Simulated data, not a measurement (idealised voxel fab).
A process module follows: voxel capacitor over wiring.
For reference, the cross-section in this document is cut, with width 155 nm and square cells of 5 nm.
Think of the cross-section as a grid of square cells. We describe it in bands, top to bottom, and each band covers one or more rows of those cells. First you get the band's top height and its bottom height, in nm, and then the materials it's made of, left to right, with each width in nm. If you see a single material with "edge to edge", that one covers the band edge to edge. "empty" is empty space. Heights are reckoned from 0. Under this level, the received wafer is all of one material. The bottommost band is open-ended downward, for example "z 0 and below". Width "30..40": first value at the band's top row of cells, second value at its bottom row, equal change from row to row. The designation "changes: none", where it is given for a processing step, indicates that no cell of the cross-section was altered in the course of that step. In the "Entrapped voids" entry, you get each enclosed empty space of 8 cells or more, one with no open way to the top, written width x height at distance, distance from the left edge, in nm. Post-settings text on a step line: simulator's own remark regarding the step. If you see "overlay nm" on a step's line and that step has a mask, it's telling you how far right of where it was planned the mask ended up; a negative number means it went left instead.
[Planned step list for the process]
1: RECEIVE,material Si
2: CONFORMAL_DEP,material SiO2,thk nm 10
3: CONFORMAL_DEP,material SiCN,thk nm 5
4: DIRECTIONAL_DEP,material SiO2,thk nm 15
5: DIRECTIONAL_DEP,material aC,thk nm 15
6: PATTERN,tone open,mask id METAL_1,material resist,width nm 20,pitch nm 80,thk nm 35,overlay nm 0
7: DIRECTIONAL_ETCH,etch materials aC,depth nm 15
8: STRIP,etch materials resist
9: DIRECTIONAL_ETCH,etch materials SiO2,depth nm 15
10: DIRECTIONAL_ETCH,etch materials SiCN,depth nm 5
11: STRIP,etch materials aC
12: CONFORMAL_DEP,material TiN,thk nm 5
13: FILL_DEP,material Ru,thk nm 5
14: CMP,height nm 30
15: EPI,material Ru,thk nm 5
16: FILL_DEP,material SiCN,thk nm 5
17: DIRECTIONAL_DEP,material lowk,thk nm 10
18: MASKED_ETCH,tone open,mask id PLUG_1,width nm 15,etch materials lowk,depth nm 10,overlay nm 0
19: MASKED_ETCH,tone open,mask id PLUG_1,width nm 15,etch materials SiCN,depth nm 5,overlay nm 0
20: CONFORMAL_DEP,material TiN,thk nm 5
21: FILL_DEP,material W,thk nm 5
22: CMP,height nm 50
23: DIRECTIONAL_DEP,material TiN,thk nm 5
24: DIRECTIONAL_DEP,material HfO2,thk nm 5
25: DIRECTIONAL_DEP,material TiN,thk nm 10
26: DIRECTIONAL_DEP,material aC,thk nm 15
27: PATTERN,tone cover,mask id UPPER_PLATE,material resist,width nm 65,thk nm 30,overlay nm 0
28: DIRECTIONAL_ETCH,etch materials aC,depth nm 15
29: STRIP,etch materials resist
30: DIRECTIONAL_ETCH,etch materials TiN,depth nm 10
31: DIRECTIONAL_ETCH,etch materials HfO2,depth nm 5
32: STRIP,etch materials aC
33: MASKED_ETCH,tone cover,mask id LOWER_PLATE,width nm 75,etch materials TiN,depth nm 5,overlay nm 0
34: FILL_DEP,material SiO2,thk nm 20
35: CMP,height nm 85
36: DIRECTIONAL_DEP,material aC,thk nm 15
37: PATTERN,tone open,mask id PLUG_2,material resist,width nm 15,thk nm 30,overlay nm 0
38: DIRECTIONAL_ETCH,etch materials aC,depth nm 15
39: STRIP,etch materials resist
40: DIRECTIONAL_ETCH,etch materials SiO2,depth nm 15
41: STRIP,etch materials aC
42: CONFORMAL_DEP,material TiN,thk nm 5
43: FILL_DEP,material Cu,thk nm 10
44: CMP,height nm 85
45: CONFORMAL_DEP,material SiN,thk nm 5
[As-received wafer cross-section (after step 1)]
* z 0 and below: Si edge to edge
* Entrapped voids: none
[End-of-module cross-section. Starting structure and process plan as above; one mistake made in running it]
* z 90 to 85: SiN edge to edge
* z 85 to 75: SiO2: 40  TiN: 5  Cu: 5  TiN: 5  SiO2: 100
* z 75 to 70: SiO2: 40  TiN: 15  SiO2: 100
* z 70 to 60: SiO2: 30  TiN: 65  SiO2: 60
* z 60 to 55: SiO2: 30  HfO2: 65  SiO2: 60
* z 55 to 50: SiO2: 25  TiN: 75  SiO2: 55
* z 50 to 45: lowk: 20  TiN: 5  W: 5  TiN: 5  lowk: 120
* z 45 to 40: lowk: 20  TiN: 15  lowk: 120
* z 40 to 35: SiCN: 30  TiN: 5  SiCN: 120
* z 35 to 30: SiCN: 20  Ru: 30  SiCN: 50  Ru: 30  SiCN: 25
* z 30 to 15: SiO2: 25  TiN: 5  Ru: 10  TiN: 5  SiO2: 60  TiN: 5  Ru: 10  TiN: 5  SiO2: 30
* z 15 to 10: SiCN: 25  TiN: 20  SiCN: 60  TiN: 20  SiCN: 30
* z 10 to 0: SiO2 edge to edge
* z 0 and below: Si edge to edge
* Entrapped voids: none
What was done differently from what was planned? step 18 ran differently from the plan; actual operation with settings: MASKED_ETCH,tone open,mask id PLUG_1,width nm 15,etch materials lowk,depth nm 10,overlay nm -10
